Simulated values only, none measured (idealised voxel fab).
Module name: voxel wiring stack (process module)
For reference, the cross-section in this document is cut, with width 235 nm and square cells of 5 nm.
For the purposes of this document, a cross-section shall be understood as a grid of square cells, specified as bands listed in top-to-bottom order, each band consisting of one or more rows of cells. Within each band entry, the heights of the top and of the bottom of the band appear first, in that order and in nm; the materials of the band then follow from left to right, each with its corresponding width in nm. The designation "everywhere" on a single material indicates that it fills the band from edge to edge; the designation "blank" indicates empty space. Height is counted from the level 0, under which the received wafer is composed throughout of one material. The lowest of the bands is not closed at the bottom but continues downward, in the notation "0 -> down". A two-number width, for instance "30..40", indicates that the width is equal to the first number in the top row of the band and to the second number in the bottom row, and that it changes by a constant amount per row of cells. Any step labelled "no alteration" changed none of the cells in the cross-section. Under "Closed cavity list" you'll find the enclosed gaps, the ones with no way out to the top, that are 8 cells or bigger; each reads width x height at distance, with distance counted from the left edge, everything in nm. Text after the settings on a step's line: the simulator's own remark on that step. Regarding "overlay nm": on a step with a mask, it is the distance the mask lay to the right of its planned place; a negative value places it to the left.
The planned process steps are enumerated hereunder
1: RECEIVE: material Si
2: CONFORMAL_DEP: material SiO2, thk nm 10
3: CONFORMAL_DEP: material SiCN, thk nm 5
4: DIRECTIONAL_DEP: material lowk, thk nm 15
5: DIRECTIONAL_DEP: material aC, thk nm 15
6: PATTERN: tone open, mask id METAL_1, material resist, width nm 25, pitch nm 50, thk nm 30, overlay nm 0
7: DIRECTIONAL_ETCH: etch materials aC, depth nm 15
8: STRIP: etch materials resist
9: DIRECTIONAL_ETCH: etch materials lowk, depth nm 15
10: DIRECTIONAL_ETCH: etch materials SiCN, depth nm 5
11: STRIP: etch materials aC
12: CONFORMAL_DEP: material TiN, thk nm 5
13: FILL_DEP: material Cu, thk nm 10
14: CMP: height nm 30
15: CONFORMAL_DEP: material SiCN, thk nm 5
16: DIRECTIONAL_DEP: material lowk, thk nm 15
17: DIRECTIONAL_DEP: material aC, thk nm 10
18: PATTERN: tone open, mask id PLUG_1, material resist, width nm 15, pitch nm 50, thk nm 30, overlay nm 0
19: DIRECTIONAL_ETCH: etch materials aC, depth nm 10
20: STRIP: etch materials resist
21: DIRECTIONAL_ETCH: etch materials lowk, depth nm 15
22: DIRECTIONAL_ETCH: etch materials SiCN, depth nm 5
23: STRIP: etch materials aC
24: CONFORMAL_DEP: material TiN, thk nm 5
25: FILL_DEP: material Cu, thk nm 5
26: CMP: height nm 50
27: CONFORMAL_DEP: material SiCN, thk nm 5
28: DIRECTIONAL_DEP: material SiO2, thk nm 20
29: PATTERN: tone open, mask id METAL_2, material resist, width nm 25, pitch nm 50, thk nm 20, overlay nm 0
30: DIRECTIONAL_ETCH: etch materials SiO2, depth nm 20
31: DIRECTIONAL_ETCH: etch materials SiCN, depth nm 5
32: STRIP: etch materials resist
33: CONFORMAL_DEP: material TiN, thk nm 5
34: FILL_DEP: material W, thk nm 10
35: CMP: height nm 75
36: CONFORMAL_DEP: material SiCN, thk nm 5
37: DIRECTIONAL_DEP: material SiO2, thk nm 25
38: DIRECTIONAL_DEP: material aC, thk nm 15
39: PATTERN: tone open, mask id METAL_3, material resist, width nm 25, pitch nm 50, thk nm 35, overlay nm 0
40: DIRECTIONAL_ETCH: etch materials aC, depth nm 15
41: STRIP: etch materials resist
42: DIRECTIONAL_ETCH: etch materials SiO2, depth nm 15
43: STRIP: etch materials aC
44: PATTERN: tone open, mask id METAL_3_HOLES, material resist, width nm 15, pitch nm 50, thk nm 15, overlay nm 0
45: DIRECTIONAL_ETCH: etch materials SiO2, depth nm 10
46: DIRECTIONAL_ETCH: etch materials SiCN, depth nm 5
47: STRIP: etch materials resist
48: CONFORMAL_DEP: material TiN, thk nm 5
49: FILL_DEP: material Ru, thk nm 10
50: CMP: height nm 105
51: CONFORMAL_DEP: material SiCN, thk nm 5
This is the cross-section of the wafer as we received it, i.e. after step 1
	0 -> down: Si everywhere
	Closed cavity list: none
Same starting wafer, same plan as above, one mistake in the execution; this is the cross-section at the end of the module
	120 -> 105: SiCN everywhere
	105 -> 95: 80 nm SiO2, then 5 nm TiN, then 15 nm Ru, then 5 nm TiN, then 25 nm SiO2, then 5 nm TiN, then 15 nm Ru, then 5 nm TiN, then 80 nm SiO2
	95 -> 90: 80 nm SiO2, then 5 nm TiN, then 5 nm Ru, then 15 nm TiN, then 25 nm SiO2, then 5 nm TiN, then 5 nm Ru, then 15 nm TiN, then 80 nm SiO2
	90 -> 80: 80 nm SiO2, then 5 nm TiN, then 5 nm Ru, then 5 nm TiN, then 35 nm SiO2, then 5 nm TiN, then 5 nm Ru, then 5 nm TiN, then 90 nm SiO2
	80 -> 75: 80 nm SiCN, then 15 nm TiN, then 35 nm SiCN, then 15 nm TiN, then 90 nm SiCN
	75 -> 55: 80 nm SiO2, then 5 nm TiN, then 15 nm W, then 5 nm TiN, then 25 nm SiO2, then 5 nm TiN, then 15 nm W, then 5 nm TiN, then 80 nm SiO2
	55 -> 50: 80 nm SiCN, then 25 nm TiN, then 25 nm SiCN, then 25 nm TiN, then 80 nm SiCN
	50 -> 35: 80 nm lowk, then 5 nm TiN, then 5 nm Cu, then 5 nm TiN, then 35 nm lowk, then 5 nm TiN, then 5 nm Cu, then 5 nm TiN, then 90 nm lowk
	35 -> 30: 80 nm SiCN, then 15 nm TiN, then 35 nm SiCN, then 15 nm TiN, then 90 nm SiCN
	30 -> 15: 80 nm lowk, then 5 nm TiN, then 15 nm Cu, then 5 nm TiN, then 25 nm lowk, then 5 nm TiN, then 15 nm Cu, then 5 nm TiN, then 80 nm lowk
	15 -> 10: 80 nm SiCN, then 25 nm TiN, then 25 nm SiCN, then 25 nm TiN, then 80 nm SiCN
	10 -> 0: SiO2 everywhere
	0 -> down: Si everywhere
	Closed cavity list: none
What was done differently from what was planned? contrary to plan, step 51 was performed as CONFORMAL_DEP: material SiCN, thk nm 15
